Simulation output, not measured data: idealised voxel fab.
Presented below is a process module, voxel transistor to metal.
The width of the displayed cross-section, cut, is 190 nm; its cells are square, with a size of 5 nm.
Format of a cross-section: grid, square cells. Given as bands. Order: top down. Band: one or more rows of cells.
Band: top and bottom heights (nm) first, top before bottom; then materials from left to right, widths in nm. "edge to edge" marks a sole material filling the band edge to edge. "empty" denotes empty space.
Beneath 0, the wafer as received is one material, and that level is where height counting begins. The lowest band goes on downward without a bottom; it is written like "from 0 down".
Read "30->40" as a graded width: first number on top, second number at the bottom, same change between each pair of neighbouring rows.
A step reported as "remained the same" is a step in which no cell of the cross-section changed.
This entry, "Unvented internal voids", enumerates those empty regions of no fewer than 8 cells that possess no open connection to the top. Each region is reported in the form width x height at distance, the distance being taken from the left edge, with all three quantities expressed in nm.
Note: text after step settings on the step line = simulator remark on that step.
If you see "overlay nm" on a step's line and that step has a mask, it's telling you how far right of where it was planned the mask ended up; a negative number means it went left instead.
**Process steps - plan**
1: RECEIVE with material Si
2: OXIDIZE with depth nm 5
3: CONFORMAL_DEP with material SiN, thk nm 15
4: DIRECTIONAL_DEP with material aC, thk nm 10
5: PATTERN with tone cover, mask id ACTIVE, material resist, width nm 110, thk nm 30, overlay nm 0
6: DIRECTIONAL_ETCH with etch materials aC, depth nm 10
7: STRIP with etch materials resist
8: DIRECTIONAL_ETCH with etch materials SiN, depth nm 15
9: DIRECTIONAL_ETCH with etch materials SiO2, depth nm 5
10: DIRECTIONAL_ETCH with etch materials Si, depth nm 25
11: STRIP with etch materials aC
12: OXIDIZE with depth nm 5
13: FILL_DEP with material SiO2, thk nm 10
14: CMP with height nm 15
15: SELECTIVE_ETCH with etch materials SiO2, depth nm 10
16: STRIP with etch materials SiN
17: SELECTIVE_ETCH with etch materials SiO2, depth nm 5
18: OXIDIZE with depth nm 5
19: DIRECTIONAL_DEP with material polySi, thk nm 20
20: DIRECTIONAL_DEP with material SiCN, thk nm 15
21: PATTERN with tone cover, mask id GATE, material resist, width nm 20, thk nm 15, overlay nm 0
22: DIRECTIONAL_ETCH with etch materials SiCN, depth nm 25
23: DIRECTIONAL_ETCH with etch materials polySi, depth nm 30
24: STRIP with etch materials resist
25: CONFORMAL_DEP with material SiN, thk nm 5
26: DIRECTIONAL_ETCH with etch materials SiN, depth nm 5
27: DIRECTIONAL_ETCH with etch materials SiO2, depth nm 5
28: EPI with material pSi, thk nm 5
29: FILL_DEP with material SiO2, thk nm 10
30: CMP with height nm 30
31: DIRECTIONAL_DEP with material SiO2, thk nm 15
32: DIRECTIONAL_DEP with material aC, thk nm 15
33: PATTERN with tone open, mask id CONTACT, material resist, width nm 35, pitch nm 65, thk nm 35, overlay nm 0
34: DIRECTIONAL_ETCH with etch materials aC, depth nm 15
35: STRIP with etch materials resist
36: DIRECTIONAL_ETCH with etch materials SiO2, depth nm 50
37: STRIP with etch materials aC
38: CONFORMAL_DEP with material TiN, thk nm 5
39: FILL_DEP with material Ru, thk nm 10
40: CMP with height nm 45
41: CONFORMAL_DEP with material SiCN, thk nm 5
42: DIRECTIONAL_DEP with material lowk, thk nm 25
43: DIRECTIONAL_DEP with material aC, thk nm 10
44: PATTERN with tone open, mask id METAL_1, material resist, width nm 20, pitch nm 80, thk nm 25, overlay nm 0
45: DIRECTIONAL_ETCH with etch materials aC, depth nm 10
46: STRIP with etch materials resist
47: DIRECTIONAL_ETCH with etch materials lowk, depth nm 25
48: DIRECTIONAL_ETCH with etch materials SiCN, depth nm 5
49: STRIP with etch materials aC
50: CONFORMAL_DEP with material TiN, thk nm 5
51: FILL_DEP with material Cu, thk nm 5
52: CMP with height nm 75
53: CONFORMAL_DEP with material SiCN, thk nm 5
The plan's step 38 thk nm is the first wafer's value; the wafers differ in this setting and start identical.
**Cross-section of the first of several received wafers, showing its state after step 1**
> from 0 down = Si edge to edge
> Unvented internal voids: none
**The cross-section of the first of several wafers is given below for the end of the module, after its final step, step 53**
> from 80 to 75 = SiCN edge to edge
> from 75 to 50 = lowk: 45; TiN: 5; Cu: 10; TiN: 5; lowk: 60; TiN: 5; Cu: 10; TiN: 5; lowk: 45
> from 50 to 45 = SiCN: 45; TiN: 20; SiCN: 60; TiN: 20; SiCN: 45
> from 45 to 30 = SiO2: 45; TiN: 5; Ru: 25; TiN: 5; SiO2: 30; TiN: 5; Ru: 25; TiN: 5; SiO2: 45
> from 30 to 15 = SiO2: 45; TiN: 5; Ru: 25; TiN: 5; SiN: 5; SiCN: 20; SiN: 5; TiN: 5; Ru: 25; TiN: 5; SiO2: 45
> from 15 to 0 = SiO2: 45; TiN: 5; Ru: 25; TiN: 5; SiN: 5; polySi: 20; SiN: 5; TiN: 5; Ru: 25; TiN: 5; SiO2: 45
> from 0 to -5 = SiO2: 35; SiN: 5; SiO2: 5; TiN: 35; SiN: 5; polySi: 20; SiN: 5; TiN: 35; SiO2: 5; SiN: 5; SiO2: 35
> from -5 to -10 = SiO2: 40; pSi: 40; SiO2: 30; pSi: 40; SiO2: 40
> from -10 to -35 = SiO2: 45; Si: 100; SiO2: 45
> from -35 down = Si edge to edge
> Unvented internal voids: none
**The last wafer as seen in cross-section at the end of the module**
> from 80 to 75 = SiCN edge to edge
> from 75 to 50 = lowk: 45; TiN: 5; Cu: 10; TiN: 5; lowk: 60; TiN: 5; Cu: 10; TiN: 5; lowk: 45
> from 50 to 45 = SiCN: 45; TiN: 20; SiCN: 60; TiN: 20; SiCN: 45
> from 45 to 30 = SiO2: 45; TiN: 35; SiO2: 30; TiN: 35; SiO2: 45
> from 30 to 15 = SiO2: 45; TiN: 35; SiN: 5; SiCN: 20; SiN: 5; TiN: 35; SiO2: 45
> from 15 to 0 = SiO2: 45; TiN: 35; SiN: 5; polySi: 20; SiN: 5; TiN: 35; SiO2: 45
> from 0 to -5 = SiO2: 35; SiN: 5; SiO2: 5; TiN: 35; SiN: 5; polySi: 20; SiN: 5; TiN: 35; SiO2: 5; SiN: 5; SiO2: 35
> from -5 to -10 = SiO2: 40; pSi: 40; SiO2: 30; pSi: 40; SiO2: 40
> from -10 to -35 = SiO2: 45; Si: 100; SiO2: 45
> from -35 down = Si edge to edge
> Unvented internal voids: none
**Below, a row for every wafer. Read it as the end-of-module picture: for each material the wafer shows its cells gained (+) or lost (-) since it was received, and then its closed voids**
thk nm 5, +20 Cu, +90 Ru, -166 Si, +80 SiCN, +16 SiN, +308 SiO2, +78 TiN, +150 lowk, +16 pSi, +16 polySi, Unvented internal voids: none
thk nm 10, +20 Cu, +48 Ru, -166 Si, +80 SiCN, +16 SiN, +308 SiO2, +120 TiN, +150 lowk, +16 pSi, +16 polySi, Unvented internal voids: none
thk nm 15, +20 Cu, +14 Ru, -166 Si, +80 SiCN, +16 SiN, +308 SiO2, +154 TiN, +150 lowk, +16 pSi, +16 polySi, Unvented internal voids: none
thk nm 20, +20 Cu, -166 Si, +80 SiCN, +16 SiN, +308 SiO2, +168 TiN, +150 lowk, +16 pSi, +16 polySi, Unvented internal voids: none
